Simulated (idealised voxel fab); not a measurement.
process module | voxel transistor to metal
cross-section cut | 145 nm wide | cells 5 nm
A cross-section is a grid of square cells, given in bands from the top down. A band is one or more rows of cells.
Each band's line starts with the height of the band's top and of its bottom, in nm. Then come its materials from left to right, each with its width in nm. One material with "throughout" fills the band from edge to edge. "air" is empty space.
Height 0 is the level under which the wafer as received is all one material. The lowest band goes on downwards, as in "0 down".
A width such as "30 to 40" changes by the same amount from each row of cells to the next, from the band's top row to its bottom row.
"no change" after a step means that no cell of the cross-section changed.
closed voids: empty space of 8 cells or more with no open way to the top, each as width x height at its distance from the left edge, in nm
after a step's settings: what the simulator itself notes on the step
overlay nm, on a step with a mask: how far to the right of its planned place the mask lay; to the left if negative
plan
1 op RECEIVE | material Si
2 op OXIDIZE | depth nm 5
3 op CONFORMAL_DEP | material SiN | thk nm 10
4 op DIRECTIONAL_DEP | material aC | thk nm 10
5 op PATTERN | tone cover | mask id ACTIVE | material resist | width nm 115 | thk nm 25 | overlay nm 0
6 op DIRECTIONAL_ETCH | etch materials aC | depth nm 10
7 op STRIP | etch materials resist
8 op DIRECTIONAL_ETCH | etch materials SiN | depth nm 10
9 op DIRECTIONAL_ETCH | etch materials SiO2 | depth nm 5
10 op DIRECTIONAL_ETCH | etch materials Si | depth nm 20
11 op STRIP | etch materials aC
12 op FILL_DEP | material SiO2 | thk nm 5
13 op CMP | height nm 10
14 op SELECTIVE_ETCH | etch materials SiO2 | depth nm 5
15 op STRIP | etch materials SiN
16 op SELECTIVE_ETCH | etch materials SiO2 | depth nm 5
17 op OXIDIZE | depth nm 5
18 op DIRECTIONAL_DEP | material polySi | thk nm 30
19 op DIRECTIONAL_DEP | material SiCN | thk nm 15
20 op PATTERN | tone cover | mask id GATE | material resist | width nm 25 | thk nm 20 | overlay nm 0
21 op DIRECTIONAL_ETCH | etch materials SiCN | depth nm 25
22 op DIRECTIONAL_ETCH | etch materials polySi | depth nm 40
23 op STRIP | etch materials resist
24 op CONFORMAL_DEP | material SiN | thk nm 5
25 op DIRECTIONAL_ETCH | etch materials SiN | depth nm 5
26 op DIRECTIONAL_ETCH | etch materials SiO2 | depth nm 5
27 op DIRECTIONAL_ETCH | etch materials Si | depth nm 10
28 op EPI | material pSi | thk nm 10
29 op FILL_DEP | material SiO2 | thk nm 5
30 op CMP | height nm 25
31 op STRIP | etch materials polySi
32 op SELECTIVE_ETCH | etch materials SiO2 | depth nm 5
33 op CONFORMAL_DEP | material HfO2 | thk nm 5
34 op CONFORMAL_DEP | material TiN | thk nm 5
35 op FILL_DEP | material W | thk nm 10
36 op CMP | height nm 20
37 op DIRECTIONAL_DEP | material SiO2 | thk nm 15
38 op DIRECTIONAL_DEP | material aC | thk nm 15
39 op PATTERN | tone open | mask id CONTACT | material resist | width nm 20 | pitch nm 75 | thk nm 35 | overlay nm 0
40 op DIRECTIONAL_ETCH | etch materials aC | depth nm 15
41 op STRIP | etch materials resist
42 op DIRECTIONAL_ETCH | etch materials SiO2 | depth nm 45
43 op STRIP | etch materials aC
44 op CONFORMAL_DEP | material TiN | thk nm 5
45 op FILL_DEP | material W | thk nm 10
46 op CMP | height nm 35
47 op CONFORMAL_DEP | material SiCN | thk nm 5
48 op DIRECTIONAL_DEP | material lowk | thk nm 15
49 op MASKED_ETCH | tone open | mask id METAL_1 | width nm 20 | pitch nm 75 | etch materials lowk | depth nm 15 | overlay nm 0
50 op MASKED_ETCH | tone open | mask id METAL_1 | width nm 20 | pitch nm 75 | etch materials SiCN | depth nm 5 | overlay nm 0
51 op CONFORMAL_DEP | material TiN | thk nm 5
52 op FILL_DEP | material Ru | thk nm 10
53 op CMP | height nm 55
54 op EPI | material Ru | thk nm 5
55 op FILL_DEP | material SiCN | thk nm 5
first wafer, as planned
as received, after step 1
  0 down: Si throughout
  closed voids: none
after step 2
  0 to -5: SiO2 throughout
  below -5: unchanged
after step 3
  10 to 0: SiN throughout
  below 0: unchanged
after step 4
  20 to 10: aC throughout
  below 10: unchanged
after step 5
  45 to 20: air 15 | resist 115 | air 15
  below 20: unchanged
after step 6
  35 to 20: air 15 | resist 115 | air 15
  20 to 10: air 15 | aC 115 | air 15
  below 10: unchanged
after step 7
  20 to 10: air 15 | aC 115 | air 15
  below 10: unchanged
after step 8
  20 to 10: air 15 | aC 115 | air 15
  10 to 0: air 15 | SiN 115 | air 15
  below 0: unchanged
after step 9
  20 to 10: air 15 | aC 115 | air 15
  10 to 0: air 15 | SiN 115 | air 15
  0 to -5: air 15 | SiO2 115 | air 15
  below -5: unchanged
after step 10
  20 to 10: air 15 | aC 115 | air 15
  10 to 0: air 15 | SiN 115 | air 15
  0 to -5: air 15 | SiO2 115 | air 15
  -5 to -25: air 15 | Si 115 | air 15
  below -25: unchanged
after step 11
  10 to 0: air 15 | SiN 115 | air 15
  below 0: unchanged
after step 12
  15 to 10: SiO2 throughout
  10 to 0: SiO2 15 | SiN 115 | SiO2 15
  0 to -5: SiO2 throughout
  -5 to -25: SiO2 15 | Si 115 | SiO2 15
  below -25: unchanged
after step 13
  10 to 0: SiO2 15 | SiN 115 | SiO2 15
  below 0: unchanged
after step 14
  10 to 5: air 15 | SiN 115 | air 15
  below 5: unchanged
after step 15
  5 to 0: SiO2 15 | air 115 | SiO2 15
  below 0: unchanged
after step 16
  0 to -5: SiO2 10 | air 125 | SiO2 10
  below -5: unchanged
after step 17
  0 to -5: SiO2 10 | air 125 | SiO2 10
  -5 to -10: SiO2 throughout
  below -10: unchanged
after step 18
  30 to 25: polySi 10 | air 125 | polySi 10
  25 to 0: polySi throughout
  0 to -5: SiO2 10 | polySi 125 | SiO2 10
  below -5: unchanged
after step 19
  45 to 40: SiCN 10 | air 125 | SiCN 10
  40 to 30: SiCN throughout
  30 to 25: polySi 10 | SiCN 125 | polySi 10
  below 25: unchanged
after step 20
  65 to 45: air 60 | resist 25 | air 60
  45 to 40: SiCN 10 | air 50 | resist 25 | air 50 | SiCN 10
  below 40: unchanged
after step 21
  65 to 40: air 60 | resist 25 | air 60
  40 to 30: air 60 | SiCN 25 | air 60
  30 to 25: polySi 10 | air 50 | SiCN 25 | air 50 | polySi 10
  below 25: unchanged
after step 22
  65 to 40: air 60 | resist 25 | air 60
  40 to 25: air 60 | SiCN 25 | air 60
  25 to 0: air 60 | polySi 25 | air 60
  0 to -5: SiO2 10 | air 50 | polySi 25 | air 50 | SiO2 10
  below -5: unchanged
after step 23
  40 to 25: air 60 | SiCN 25 | air 60
  below 25: unchanged
after step 24
  45 to 40: air 55 | SiN 35 | air 55
  40 to 25: air 55 | SiN 5 | SiCN 25 | SiN 5 | air 55
  25 to 5: air 55 | SiN 5 | polySi 25 | SiN 5 | air 55
  5 to 0: SiN 15 | air 40 | SiN 5 | polySi 25 | SiN 5 | air 40 | SiN 15
  0 to -5: SiO2 10 | SiN 50 | polySi 25 | SiN 50 | SiO2 10
  below -5: unchanged
after step 25
  40 to 25: air 55 | SiN 5 | SiCN 25 | SiN 5 | air 55
  25 to 0: air 55 | SiN 5 | polySi 25 | SiN 5 | air 55
  0 to -5: SiO2 10 | SiN 5 | air 40 | SiN 5 | polySi 25 | SiN 5 | air 40 | SiN 5 | SiO2 10
  below -5: unchanged
after step 26
  40 to 25: air 55 | SiN 5 | SiCN 25 | SiN 5 | air 55
  25 to 0: air 55 | SiN 5 | polySi 25 | SiN 5 | air 55
  0 to -5: air 10 | SiN 5 | air 40 | SiN 5 | polySi 25 | SiN 5 | air 40 | SiN 5 | air 10
  -5 to -10: SiO2 15 | air 40 | SiO2 35 | air 40 | SiO2 15
  below -10: unchanged
after step 27
  40 to 25: air 55 | SiN 5 | SiCN 25 | SiN 5 | air 55
  25 to 0: air 55 | SiN 5 | polySi 25 | SiN 5 | air 55
  0 to -5: air 10 | SiN 5 | air 40 | SiN 5 | polySi 25 | SiN 5 | air 40 | SiN 5 | air 10
  -5 to -10: SiO2 15 | air 40 | SiO2 35 | air 40 | SiO2 15
  -10 to -20: SiO2 15 | air 40 | Si 35 | air 40 | SiO2 15
  below -20: unchanged
after step 28
  40 to 25: air 55 | SiN 5 | SiCN 25 | SiN 5 | air 55
  25 to 0: air 55 | SiN 5 | polySi 25 | SiN 5 | air 55
  0 to -5: air 10 | SiN 5 | air 30 | pSi 10 | SiN 5 | polySi 25 | SiN 5 | pSi 10 | air 30 | SiN 5 | air 10
  -5 to -10: SiO2 15 | air 30 | pSi 10 | SiO2 35 | pSi 10 | air 30 | SiO2 15
  -10 to -20: SiO2 15 | pSi 40 | Si 35 | pSi 40 | SiO2 15
  below -20: unchanged
after step 29
  45 to 40: SiO2 throughout
  40 to 25: SiO2 55 | SiN 5 | SiCN 25 | SiN 5 | SiO2 55
  25 to 0: SiO2 55 | SiN 5 | polySi 25 | SiN 5 | SiO2 55
  0 to -5: SiO2 10 | SiN 5 | SiO2 30 | pSi 10 | SiN 5 | polySi 25 | SiN 5 | pSi 10 | SiO2 30 | SiN 5 | SiO2 10
  -5 to -10: SiO2 45 | pSi 10 | SiO2 35 | pSi 10 | SiO2 45
  below -10: unchanged
after step 30
  25 to 0: SiO2 55 | SiN 5 | polySi 25 | SiN 5 | SiO2 55
  below 0: unchanged
after step 31
  25 to 0: SiO2 55 | SiN 5 | air 25 | SiN 5 | SiO2 55
  0 to -5: SiO2 10 | SiN 5 | SiO2 30 | pSi 10 | SiN 5 | air 25 | SiN 5 | pSi 10 | SiO2 30 | SiN 5 | SiO2 10
  below -5: unchanged
after step 32
  25 to 20: air 55 | SiN 5 | air 25 | SiN 5 | air 55
  20 to 0: SiO2 55 | SiN 5 | air 25 | SiN 5 | SiO2 55
  0 to -5: SiO2 10 | SiN 5 | SiO2 30 | pSi 10 | SiN 5 | air 25 | SiN 5 | pSi 10 | SiO2 30 | SiN 5 | SiO2 10
  -5 to -10: SiO2 45 | pSi 10 | air 35 | pSi 10 | SiO2 45
  below -10: unchanged
after step 33
  30 to 25: air 50 | HfO2 15 | air 15 | HfO2 15 | air 50
  25 to 20: HfO2 55 | SiN 5 | HfO2 5 | air 15 | HfO2 5 | SiN 5 | HfO2 55
  20 to 0: SiO2 55 | SiN 5 | HfO2 5 | air 15 | HfO2 5 | SiN 5 | SiO2 55
  0 to -5: SiO2 10 | SiN 5 | SiO2 30 | pSi 10 | SiN 5 | HfO2 5 | air 15 | HfO2 5 | SiN 5 | pSi 10 | SiO2 30 | SiN 5 | SiO2 10
  -5 to -10: SiO2 45 | pSi 10 | HfO2 35 | pSi 10 | SiO2 45
  below -10: unchanged
after step 34
  35 to 30: air 45 | TiN 25 | air 5 | TiN 25 | air 45
  30 to 25: TiN 50 | HfO2 15 | TiN 5 | air 5 | TiN 5 | HfO2 15 | TiN 50
  25 to 20: HfO2 55 | SiN 5 | HfO2 5 | TiN 5 | air 5 | TiN 5 | HfO2 5 | SiN 5 | HfO2 55
  20 to 0: SiO2 55 | SiN 5 | HfO2 5 | TiN 5 | air 5 | TiN 5 | HfO2 5 | SiN 5 | SiO2 55
  0 to -5: SiO2 10 | SiN 5 | SiO2 30 | pSi 10 | SiN 5 | HfO2 5 | TiN 15 | HfO2 5 | SiN 5 | pSi 10 | SiO2 30 | SiN 5 | SiO2 10
  below -5: unchanged
after step 35
  45 to 35: W throughout
  35 to 30: W 45 | TiN 25 | W 5 | TiN 25 | W 45
  30 to 25: TiN 50 | HfO2 15 | TiN 5 | W 5 | TiN 5 | HfO2 15 | TiN 50
  25 to 20: HfO2 55 | SiN 5 | HfO2 5 | TiN 5 | W 5 | TiN 5 | HfO2 5 | SiN 5 | HfO2 55
  20 to 0: SiO2 55 | SiN 5 | HfO2 5 | TiN 5 | W 5 | TiN 5 | HfO2 5 | SiN 5 | SiO2 55
  below 0: unchanged
after step 36
  20 to 0: SiO2 55 | SiN 5 | HfO2 5 | TiN 5 | W 5 | TiN 5 | HfO2 5 | SiN 5 | SiO2 55
  below 0: unchanged
after step 37
  35 to 20: SiO2 throughout
  below 20: unchanged
after step 38
  50 to 35: aC throughout
  below 35: unchanged
after step 39
  85 to 50: resist 25 | air 20 | resist 55 | air 20 | resist 25
  below 50: unchanged
after step 40
  70 to 50: resist 25 | air 20 | resist 55 | air 20 | resist 25
  50 to 35: aC 25 | air 20 | aC 55 | air 20 | aC 25
  below 35: unchanged
after step 41
  50 to 35: aC 25 | air 20 | aC 55 | air 20 | aC 25
  below 35: unchanged
after step 42
  50 to 35: aC 25 | air 20 | aC 55 | air 20 | aC 25
  35 to 20: SiO2 25 | air 20 | SiO2 55 | air 20 | SiO2 25
  20 to 0: SiO2 25 | air 20 | SiO2 10 | SiN 5 | HfO2 5 | TiN 5 | W 5 | TiN 5 | HfO2 5 | SiN 5 | SiO2 10 | air 20 | SiO2 25
  0 to -5: SiO2 10 | SiN 5 | SiO2 10 | air 20 | pSi 10 | SiN 5 | HfO2 5 | TiN 15 | HfO2 5 | SiN 5 | pSi 10 | air 20 | SiO2 10 | SiN 5 | SiO2 10
  -5 to -10: SiO2 25 | air 20 | pSi 10 | HfO2 35 | pSi 10 | air 20 | SiO2 25
  below -10: unchanged
after step 43
  35 to 20: SiO2 25 | air 20 | SiO2 55 | air 20 | SiO2 25
  below 20: unchanged
after step 44
  40 to 35: TiN 30 | air 10 | TiN 65 | air 10 | TiN 30
  35 to 20: SiO2 25 | TiN 5 | air 10 | TiN 5 | SiO2 55 | TiN 5 | air 10 | TiN 5 | SiO2 25
  20 to 0: SiO2 25 | TiN 5 | air 10 | TiN 5 | SiO2 10 | SiN 5 | HfO2 5 | TiN 5 | W 5 | TiN 5 | HfO2 5 | SiN 5 | SiO2 10 | TiN 5 | air 10 | TiN 5 | SiO2 25
  0 to -5: SiO2 10 | SiN 5 | SiO2 10 | TiN 5 | air 10 | TiN 5 | pSi 10 | SiN 5 | HfO2 5 | TiN 15 | HfO2 5 | SiN 5 | pSi 10 | TiN 5 | air 10 | TiN 5 | SiO2 10 | SiN 5 | SiO2 10
  -5 to -10: SiO2 25 | TiN 20 | pSi 10 | HfO2 35 | pSi 10 | TiN 20 | SiO2 25
  below -10: unchanged
after step 45
  50 to 40: W throughout
  40 to 35: TiN 30 | W 10 | TiN 65 | W 10 | TiN 30
  35 to 20: SiO2 25 | TiN 5 | W 10 | TiN 5 | SiO2 55 | TiN 5 | W 10 | TiN 5 | SiO2 25
  20 to 0: SiO2 25 | TiN 5 | W 10 | TiN 5 | SiO2 10 | SiN 5 | HfO2 5 | TiN 5 | W 5 | TiN 5 | HfO2 5 | SiN 5 | SiO2 10 | TiN 5 | W 10 | TiN 5 | SiO2 25
  0 to -5: SiO2 10 | SiN 5 | SiO2 10 | TiN 5 | W 10 | TiN 5 | pSi 10 | SiN 5 | HfO2 5 | TiN 15 | HfO2 5 | SiN 5 | pSi 10 | TiN 5 | W 10 | TiN 5 | SiO2 10 | SiN 5 | SiO2 10
  below -5: unchanged
after step 46
  35 to 20: SiO2 25 | TiN 5 | W 10 | TiN 5 | SiO2 55 | TiN 5 | W 10 | TiN 5 | SiO2 25
  below 20: unchanged
after step 47
  40 to 35: SiCN throughout
  below 35: unchanged
after step 48
  55 to 40: lowk throughout
  below 40: unchanged
after step 49
  55 to 40: lowk 25 | air 20 | lowk 55 | air 20 | lowk 25
  below 40: unchanged
after step 50
  55 to 40: lowk 25 | air 20 | lowk 55 | air 20 | lowk 25
  40 to 35: SiCN 25 | air 20 | SiCN 55 | air 20 | SiCN 25
  below 35: unchanged
after step 51
  60 to 55: TiN 30 | air 10 | TiN 65 | air 10 | TiN 30
  55 to 40: lowk 25 | TiN 5 | air 10 | TiN 5 | lowk 55 | TiN 5 | air 10 | TiN 5 | lowk 25
  40 to 35: SiCN 25 | TiN 20 | SiCN 55 | TiN 20 | SiCN 25
  below 35: unchanged
after step 52
  70 to 60: Ru throughout
  60 to 55: TiN 30 | Ru 10 | TiN 65 | Ru 10 | TiN 30
  55 to 40: lowk 25 | TiN 5 | Ru 10 | TiN 5 | lowk 55 | TiN 5 | Ru 10 | TiN 5 | lowk 25
  below 40: unchanged
after step 53
  55 to 40: lowk 25 | TiN 5 | Ru 10 | TiN 5 | lowk 55 | TiN 5 | Ru 10 | TiN 5 | lowk 25
  below 40: unchanged
after step 54
  60 to 55: air 20 | Ru 30 | air 45 | Ru 30 | air 20
  below 55: unchanged
after step 55
  65 to 60: SiCN throughout
  60 to 55: SiCN 20 | Ru 30 | SiCN 45 | Ru 30 | SiCN 20
  below 55: unchanged
second wafer: like start, like plan, one mistake. Through step 32 it matches the first wafer
when step 33 should have ended
  30 to 25: air 50 | TiN 15 | air 15 | TiN 15 | air 50
  25 to 20: TiN 55 | SiN 5 | TiN 5 | air 15 | TiN 5 | SiN 5 | TiN 55
  20 to 0: SiO2 55 | SiN 5 | TiN 5 | air 15 | TiN 5 | SiN 5 | SiO2 55
  0 to -5: SiO2 10 | SiN 5 | SiO2 30 | pSi 10 | SiN 5 | TiN 5 | air 15 | TiN 5 | SiN 5 | pSi 10 | SiO2 30 | SiN 5 | SiO2 10
  -5 to -10: SiO2 45 | pSi 10 | TiN 35 | pSi 10 | SiO2 45
  below -10: unchanged
when step 34 should have ended
  35 to 30: air 45 | HfO2 25 | air 5 | HfO2 25 | air 45
  30 to 25: HfO2 50 | TiN 15 | HfO2 5 | air 5 | HfO2 5 | TiN 15 | HfO2 50
  25 to 20: TiN 55 | SiN 5 | TiN 5 | HfO2 5 | air 5 | HfO2 5 | TiN 5 | SiN 5 | TiN 55
  20 to 0: SiO2 55 | SiN 5 | TiN 5 | HfO2 5 | air 5 | HfO2 5 | TiN 5 | SiN 5 | SiO2 55
  0 to -5: SiO2 10 | SiN 5 | SiO2 30 | pSi 10 | SiN 5 | TiN 5 | HfO2 15 | TiN 5 | SiN 5 | pSi 10 | SiO2 30 | SiN 5 | SiO2 10
  below -5: unchanged
when step 35 should have ended
  45 to 35: W throughout
  35 to 30: W 45 | HfO2 25 | W 5 | HfO2 25 | W 45
  30 to 25: HfO2 50 | TiN 15 | HfO2 5 | W 5 | HfO2 5 | TiN 15 | HfO2 50
  25 to 20: TiN 55 | SiN 5 | TiN 5 | HfO2 5 | W 5 | HfO2 5 | TiN 5 | SiN 5 | TiN 55
  20 to 0: SiO2 55 | SiN 5 | TiN 5 | HfO2 5 | W 5 | HfO2 5 | TiN 5 | SiN 5 | SiO2 55
  below 0: unchanged
when step 36 should have ended
  20 to 0: SiO2 55 | SiN 5 | TiN 5 | HfO2 5 | W 5 | HfO2 5 | TiN 5 | SiN 5 | SiO2 55
  below 0: unchanged
when step 37 should have ended
  35 to 20: SiO2 throughout
  below 20: unchanged
when step 38 should have ended
  50 to 35: aC throughout
  below 35: unchanged
when step 39 should have ended
  85 to 50: resist 25 | air 20 | resist 55 | air 20 | resist 25
  below 50: unchanged
when step 40 should have ended
  70 to 50: resist 25 | air 20 | resist 55 | air 20 | resist 25
  50 to 35: aC 25 | air 20 | aC 55 | air 20 | aC 25
  below 35: unchanged
when step 41 should have ended
  50 to 35: aC 25 | air 20 | aC 55 | air 20 | aC 25
  below 35: unchanged
when step 42 should have ended
  50 to 35: aC 25 | air 20 | aC 55 | air 20 | aC 25
  35 to 20: SiO2 25 | air 20 | SiO2 55 | air 20 | SiO2 25
  20 to 0: SiO2 25 | air 20 | SiO2 10 | SiN 5 | TiN 5 | HfO2 5 | W 5 | HfO2 5 | TiN 5 | SiN 5 | SiO2 10 | air 20 | SiO2 25
  0 to -5: SiO2 10 | SiN 5 | SiO2 10 | air 20 | pSi 10 | SiN 5 | TiN 5 | HfO2 15 | TiN 5 | SiN 5 | pSi 10 | air 20 | SiO2 10 | SiN 5 | SiO2 10
  -5 to -10: SiO2 25 | air 20 | pSi 10 | TiN 35 | pSi 10 | air 20 | SiO2 25
  below -10: unchanged
when step 43 should have ended
  35 to 20: SiO2 25 | air 20 | SiO2 55 | air 20 | SiO2 25
  below 20: unchanged
when step 44 should have ended
  40 to 35: TiN 30 | air 10 | TiN 65 | air 10 | TiN 30
  35 to 20: SiO2 25 | TiN 5 | air 10 | TiN 5 | SiO2 55 | TiN 5 | air 10 | TiN 5 | SiO2 25
  20 to 0: SiO2 25 | TiN 5 | air 10 | TiN 5 | SiO2 10 | SiN 5 | TiN 5 | HfO2 5 | W 5 | HfO2 5 | TiN 5 | SiN 5 | SiO2 10 | TiN 5 | air 10 | TiN 5 | SiO2 25
  0 to -5: SiO2 10 | SiN 5 | SiO2 10 | TiN 5 | air 10 | TiN 5 | pSi 10 | SiN 5 | TiN 5 | HfO2 15 | TiN 5 | SiN 5 | pSi 10 | TiN 5 | air 10 | TiN 5 | SiO2 10 | SiN 5 | SiO2 10
  -5 to -10: SiO2 25 | TiN 20 | pSi 10 | TiN 35 | pSi 10 | TiN 20 | SiO2 25
  below -10: unchanged
when step 45 should have ended
  50 to 40: W throughout
  40 to 35: TiN 30 | W 10 | TiN 65 | W 10 | TiN 30
  35 to 20: SiO2 25 | TiN 5 | W 10 | TiN 5 | SiO2 55 | TiN 5 | W 10 | TiN 5 | SiO2 25
  20 to 0: SiO2 25 | TiN 5 | W 10 | TiN 5 | SiO2 10 | SiN 5 | TiN 5 | HfO2 5 | W 5 | HfO2 5 | TiN 5 | SiN 5 | SiO2 10 | TiN 5 | W 10 | TiN 5 | SiO2 25
  0 to -5: SiO2 10 | SiN 5 | SiO2 10 | TiN 5 | W 10 | TiN 5 | pSi 10 | SiN 5 | TiN 5 | HfO2 15 | TiN 5 | SiN 5 | pSi 10 | TiN 5 | W 10 | TiN 5 | SiO2 10 | SiN 5 | SiO2 10
  below -5: unchanged
when step 46 should have ended
  35 to 20: SiO2 25 | TiN 5 | W 10 | TiN 5 | SiO2 55 | TiN 5 | W 10 | TiN 5 | SiO2 25
  below 20: unchanged
when step 47 should have ended
  40 to 35: SiCN throughout
  below 35: unchanged
when step 48 should have ended
  55 to 40: lowk throughout
  below 40: unchanged
when step 49 should have ended
  55 to 40: lowk 25 | air 20 | lowk 55 | air 20 | lowk 25
  below 40: unchanged
when step 50 should have ended
  55 to 40: lowk 25 | air 20 | lowk 55 | air 20 | lowk 25
  40 to 35: SiCN 25 | air 20 | SiCN 55 | air 20 | SiCN 25
  below 35: unchanged
when step 51 should have ended
  60 to 55: TiN 30 | air 10 | TiN 65 | air 10 | TiN 30
  55 to 40: lowk 25 | TiN 5 | air 10 | TiN 5 | lowk 55 | TiN 5 | air 10 | TiN 5 | lowk 25
  40 to 35: SiCN 25 | TiN 20 | SiCN 55 | TiN 20 | SiCN 25
  below 35: unchanged
when step 52 should have ended
  70 to 60: Ru throughout
  60 to 55: TiN 30 | Ru 10 | TiN 65 | Ru 10 | TiN 30
  55 to 40: lowk 25 | TiN 5 | Ru 10 | TiN 5 | lowk 55 | TiN 5 | Ru 10 | TiN 5 | lowk 25
  below 40: unchanged
when step 53 should have ended
  55 to 40: lowk 25 | TiN 5 | Ru 10 | TiN 5 | lowk 55 | TiN 5 | Ru 10 | TiN 5 | lowk 25
  below 40: unchanged
when step 54 should have ended
  60 to 55: air 20 | Ru 30 | air 45 | Ru 30 | air 20
  below 55: unchanged
when step 55 should have ended
  65 to 60: SiCN throughout
  60 to 55: SiCN 20 | Ru 30 | SiCN 45 | Ru 30 | SiCN 20
  below 55: unchanged
what went wrong: steps 33 and 34 were swapped
at the end the second wafer has, in cells: 6 fewer of HfO2 | 6 more of TiN
